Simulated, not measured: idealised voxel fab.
Name of the process module below: voxel self aligned vias
Section cut is 190 nm wide and gridded with 5 nm square cells.
Throughout this document, each cross-section is represented as a grid of square cells and is presented as a sequence of bands enumerated from the top downward, where a band comprises one or more rows of cells. Within each band entry, the heights of the top and of the bottom of the band appear first, in that order and in nm; the materials of the band then follow from left to right, each with its corresponding width in nm. The designation "throughout" on a single material indicates that it fills the band from edge to edge; the designation "air" indicates empty space. Height 0 is the level under which the wafer as received is all one material. The lowest band goes on downwards, as in "0..down". Think of "30->40" as a width that walks from the first number to the second as you go down the band, top row to bottom row, taking equal-sized steps from row to row. You'll sometimes find "remains unaltered" written for a step, and that's the way of saying that nowhere in the cross-section did a cell change during that step. In the "Cavities, sealed" entry, you get each enclosed empty space of 8 cells or more, one with no open way to the top, written width x height at distance, distance from the left edge, in nm. Step line, after settings: the simulator's comment on this step. Regarding "overlay nm": on a step with a mask, it is the distance the mask lay to the right of its planned place; a negative value places it to the left.

[Planned process steps]
1) RECEIVE (material Si)
2) CONFORMAL_DEP (material SiO2; thk nm 15)
3) CONFORMAL_DEP (material SiCN; thk nm 5)
4) DIRECTIONAL_DEP (material SiO2; thk nm 30)
5) PATTERN (tone open; mask id LINES; material resist; width nm 20; pitch nm 60; thk nm 20; overlay nm 0)
6) DIRECTIONAL_ETCH (etch materials SiO2; depth nm 30)
7) STRIP (etch materials resist)
8) CONFORMAL_DEP (material TiN; thk nm 5)
9) FILL_DEP (material Ru; thk nm 10)
10) CMP (height nm 50)
11) SELECTIVE_ETCH (etch materials W Ru TiN; depth nm 5)
12) FILL_DEP (material SiN; thk nm 10)
13) CMP (height nm 50)
14) DIRECTIONAL_DEP (material SiO2; thk nm 15)
15) PATTERN (tone open; mask id VIAS; material resist; width nm 40; thk nm 15; overlay nm 0)
16) DIRECTIONAL_ETCH (etch materials SiO2; depth nm 15)
17) DIRECTIONAL_ETCH (etch materials SiN; depth nm 5)
18) STRIP (etch materials resist)
19) CONFORMAL_DEP (material TiN; thk nm 5)
20) FILL_DEP (material Ru; thk nm 5)
21) CMP (height nm 65)
22) CONFORMAL_DEP (material SiN; thk nm 5)

[The following pertains to the first of two wafers, which was processed as planned]

[Cross-section of the wafer upon arrival, representing the state reached after step 1]
- 0..down  Si throughout
- Cavities, sealed: none

[Take a look at the wafer's cross-section after step 2]
- 15..0  SiO2 throughout
- Heights below 0 show no change.

[Take a look at the wafer's cross-section after step 3]
- 20..15  SiCN throughout
- Heights below 15 show no change.

[Take a look at the wafer's cross-section after step 4]
- 50..20  SiO2 throughout
- Heights below 20 show no change.

[Take a look at the wafer's cross-section after step 5]
- 70..50  resist: 55; air: 20; resist: 40; air: 20; resist: 55
- Heights below 50 show no change.

[Take a look at the wafer's cross-section after step 6]
- 70..50  resist: 55; air: 20; resist: 40; air: 20; resist: 55
- 50..20  SiO2: 55; air: 20; SiO2: 40; air: 20; SiO2: 55
- Heights below 20 show no change.

[Take a look at the wafer's cross-section after step 7]
- 50..20  SiO2: 55; air: 20; SiO2: 40; air: 20; SiO2: 55
- Heights below 20 show no change.

[Take a look at the wafer's cross-section after step 8]
- 55..50  TiN: 60; air: 10; TiN: 50; air: 10; TiN: 60
- 50..25  SiO2: 55; TiN: 5; air: 10; TiN: 5; SiO2: 40; TiN: 5; air: 10; TiN: 5; SiO2: 55
- 25..20  SiO2: 55; TiN: 20; SiO2: 40; TiN: 20; SiO2: 55
- Heights below 20 show no change.

[Take a look at the wafer's cross-section after step 9]
- 65..55  Ru throughout
- 55..50  TiN: 60; Ru: 10; TiN: 50; Ru: 10; TiN: 60
- 50..25  SiO2: 55; TiN: 5; Ru: 10; TiN: 5; SiO2: 40; TiN: 5; Ru: 10; TiN: 5; SiO2: 55
- Heights below 25 show no change.

[Take a look at the wafer's cross-section after step 10]
- 50..25  SiO2: 55; TiN: 5; Ru: 10; TiN: 5; SiO2: 40; TiN: 5; Ru: 10; TiN: 5; SiO2: 55
- Heights below 25 show no change.

[Take a look at the wafer's cross-section after step 11]
- 50..45  SiO2: 55; air: 20; SiO2: 40; air: 20; SiO2: 55
- Heights below 45 show no change.

[Take a look at the wafer's cross-section after step 12]
- 60..50  SiN throughout
- 50..45  SiO2: 55; SiN: 20; SiO2: 40; SiN: 20; SiO2: 55
- Heights below 45 show no change.

[Take a look at the wafer's cross-section after step 13]
- 50..45  SiO2: 55; SiN: 20; SiO2: 40; SiN: 20; SiO2: 55
- Heights below 45 show no change.

[Take a look at the wafer's cross-section after step 14]
- 65..50  SiO2 throughout
- Heights below 50 show no change.

[Take a look at the wafer's cross-section after step 15]
- 80..65  resist: 45; air: 40; resist: 105
- Heights below 65 show no change.

[Take a look at the wafer's cross-section after step 16]
- 80..65  resist: 45; air: 40; resist: 105
- 65..50  SiO2: 45; air: 40; SiO2: 105
- Heights below 50 show no change.

[Take a look at the wafer's cross-section after step 17]
- 80..65  resist: 45; air: 40; resist: 105
- 65..50  SiO2: 45; air: 40; SiO2: 105
- 50..45  SiO2: 55; air: 20; SiO2: 40; SiN: 20; SiO2: 55
- Heights below 45 show no change.

[Take a look at the wafer's cross-section after step 18]
- 65..50  SiO2: 45; air: 40; SiO2: 105
- Heights below 50 show no change.

[Take a look at the wafer's cross-section after step 19]
- 70..65  TiN: 50; air: 30; TiN: 110
- 65..55  SiO2: 45; TiN: 5; air: 30; TiN: 5; SiO2: 105
- 55..50  SiO2: 45; TiN: 15; air: 10; TiN: 15; SiO2: 105
- 50..45  SiO2: 55; TiN: 20; SiO2: 40; SiN: 20; SiO2: 55
- Heights below 45 show no change.

[Take a look at the wafer's cross-section after step 20]
- 75..70  Ru throughout
- 70..65  TiN: 50; Ru: 30; TiN: 110
- 65..55  SiO2: 45; TiN: 5; Ru: 30; TiN: 5; SiO2: 105
- 55..50  SiO2: 45; TiN: 15; Ru: 10; TiN: 15; SiO2: 105
- Heights below 50 show no change.

[Take a look at the wafer's cross-section after step 21]
- 65..55  SiO2: 45; TiN: 5; Ru: 30; TiN: 5; SiO2: 105
- Heights below 55 show no change.

[Take a look at the wafer's cross-section after step 22]
- 70..65  SiN throughout
- Heights below 65 show no change.

[Second of two: same start, same plan, one run error; steps up to and including 1 match the first]

[At the planned end of step 2, the second wafer in cross-section]
- 5..0  SiO2 throughout
- Heights below 0 show no change.

[At the planned end of step 3, the second wafer in cross-section]
- 10..5  SiCN throughout
- Heights below 5 show no change.

[At the planned end of step 4, the second wafer in cross-section]
- 40..10  SiO2 throughout
- Heights below 10 show no change.

[At the planned end of step 5, the second wafer in cross-section]
- 60..40  resist: 55; air: 20; resist: 40; air: 20; resist: 55
- Heights below 40 show no change.

[At the planned end of step 6, the second wafer in cross-section]
- 60..40  resist: 55; air: 20; resist: 40; air: 20; resist: 55
- 40..10  SiO2: 55; air: 20; SiO2: 40; air: 20; SiO2: 55
- Heights below 10 show no change.

[At the planned end of step 7, the second wafer in cross-section]
- 40..10  SiO2: 55; air: 20; SiO2: 40; air: 20; SiO2: 55
- Heights below 10 show no change.

[At the planned end of step 8, the second wafer in cross-section]
- 45..40  TiN: 60; air: 10; TiN: 50; air: 10; TiN: 60
- 40..15  SiO2: 55; TiN: 5; air: 10; TiN: 5; SiO2: 40; TiN: 5; air: 10; TiN: 5; SiO2: 55
- 15..10  SiO2: 55; TiN: 20; SiO2: 40; TiN: 20; SiO2: 55
- Heights below 10 show no change.

[At the planned end of step 9, the second wafer in cross-section]
- 55..45  Ru throughout
- 45..40  TiN: 60; Ru: 10; TiN: 50; Ru: 10; TiN: 60
- 40..15  SiO2: 55; TiN: 5; Ru: 10; TiN: 5; SiO2: 40; TiN: 5; Ru: 10; TiN: 5; SiO2: 55
- Heights below 15 show no change.

[At the planned end of step 10, the second wafer in cross-section]
- 50..45  Ru throughout
- Heights below 45 show no change.

[At the planned end of step 11, the second wafer in cross-section]
- 45..40  TiN: 60; Ru: 10; TiN: 50; Ru: 10; TiN: 60
- Heights below 40 show no change.

[At the planned end of step 12, the second wafer in cross-section]
- 55..45  SiN throughout
- Heights below 45 show no change.

[At the planned end of step 13, the second wafer in cross-section]
- 50..45  SiN throughout
- Heights below 45 show no change.

[At the planned end of step 14, the second wafer in cross-section]
- 65..50  SiO2 throughout
- Heights below 50 show no change.

[At the planned end of step 15, the second wafer in cross-section]
- 80..65  resist: 45; air: 40; resist: 105
- Heights below 65 show no change.

[At the planned end of step 16, the second wafer in cross-section]
- 80..65  resist: 45; air: 40; resist: 105
- 65..50  SiO2: 45; air: 40; SiO2: 105
- Heights below 50 show no change.

[At the planned end of step 17, the second wafer in cross-section]
- 80..65  resist: 45; air: 40; resist: 105
- 65..50  SiO2: 45; air: 40; SiO2: 105
- 50..45  SiN: 45; air: 40; SiN: 105
- Heights below 45 show no change.

[At the planned end of step 18, the second wafer in cross-section]
- 65..50  SiO2: 45; air: 40; SiO2: 105
- Heights below 50 show no change.

[At the planned end of step 19, the second wafer in cross-section]
- 70..65  TiN: 50; air: 30; TiN: 110
- 65..50  SiO2: 45; TiN: 5; air: 30; TiN: 5; SiO2: 105
- 50..45  SiN: 45; TiN: 40; SiN: 105
- Heights below 45 show no change.

[At the planned end of step 20, the second wafer in cross-section]
- 75..70  Ru throughout
- 70..65  TiN: 50; Ru: 30; TiN: 110
- 65..50  SiO2: 45; TiN: 5; Ru: 30; TiN: 5; SiO2: 105
- Heights below 50 show no change.

[At the planned end of step 21, the second wafer in cross-section]
- 65..50  SiO2: 45; TiN: 5; Ru: 30; TiN: 5; SiO2: 105
- Heights below 50 show no change.

[At the planned end of step 22, the second wafer in cross-section]
- 70..65  SiN throughout
- Heights below 65 show no change.
What was done differently from what was planned? step 2 changed vs plan, executed as CONFORMAL_DEP (material SiO2; thk nm 5)
at the end the second wafer has, in cells: Ru: 12 more; SiN: 26 more; SiO2: 76 fewer; TiN: 38 more
